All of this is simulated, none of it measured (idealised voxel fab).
Presented below is a process module, voxel lift off.
It is cross-section cut that appears here, measuring 220 nm in width, its square cells being 5 nm in size.
Reading order for cross-sections: top band down to bottom band. Underlying form: a grid of square cells. Band size: one or more rows of cells. Top height, bottom height, nm. Materials left to right, width each, nm. Single material + "all across" = fills band edge to edge. "blank" = empty. Beneath 0, the wafer as received is one material, and that level is where height counting begins. The lowest band goes on downward without a bottom; it is written like "from 0 down". Width spec "30..40" -> top row of cells at first value, bottom row at second value, equal per-row change in between. "stayed the same" for a step: no cell of the cross-section changed in that step. The label "Enclosed cavities" introduces a list of the empty spaces, 8 cells or larger, that have no open way up to the top; each entry in it reads width x height at distance, where the distance is taken from the left edge and all three are stated in nm. after a step's settings: what the simulator itself notes on the step. A step line may carry the setting "overlay nm", which, for steps involving a mask, states the distance by which the mask lay to the right of its intended position; negative values denote displacement to the left.
-- Steps planned for the process
1: RECEIVE | material Si
2: CONFORMAL_DEP | material SiN | thk nm 5
3: PATTERN | tone open | mask id LINES | material resist | width nm 25 | pitch nm 50 | thk nm 20 | overlay nm 0
4: DIRECTIONAL_DEP | material Ru | thk nm 10
5: STRIP | etch materials resist
6: CONFORMAL_DEP | material SiCN | thk nm 10
-- Step 1 complete: cross-section of the wafer as received
- from 0 down | Si all across
- Enclosed cavities: none
-- What the wafer looks like in cross-section after this module, when it starts as shown above and follows the plan above but one mistake is made in running it
- from 20 to 15 | 15 nm blank  35 nm SiCN  15 nm blank  35 nm SiCN  15 nm blank  35 nm SiCN  15 nm blank  35 nm SiCN  20 nm blank
- from 15 to 10 | 15 nm blank  5 nm SiCN  25 nm Ru  5 nm SiCN  15 nm blank  5 nm SiCN  25 nm Ru  5 nm SiCN  15 nm blank  5 nm SiCN  25 nm Ru  5 nm SiCN  15 nm blank  5 nm SiCN  25 nm Ru  5 nm SiCN  20 nm blank
- from 10 to 5 | 20 nm SiCN  25 nm Ru  25 nm SiCN  25 nm Ru  25 nm SiCN  25 nm Ru  25 nm SiCN  25 nm Ru  25 nm SiCN
- from 5 to 0 | SiN all across
- from 0 down | Si all across
- Enclosed cavities: none
Where did the run depart from the plan? step 6 changed vs plan, executed as CONFORMAL_DEP | material SiCN | thk nm 5
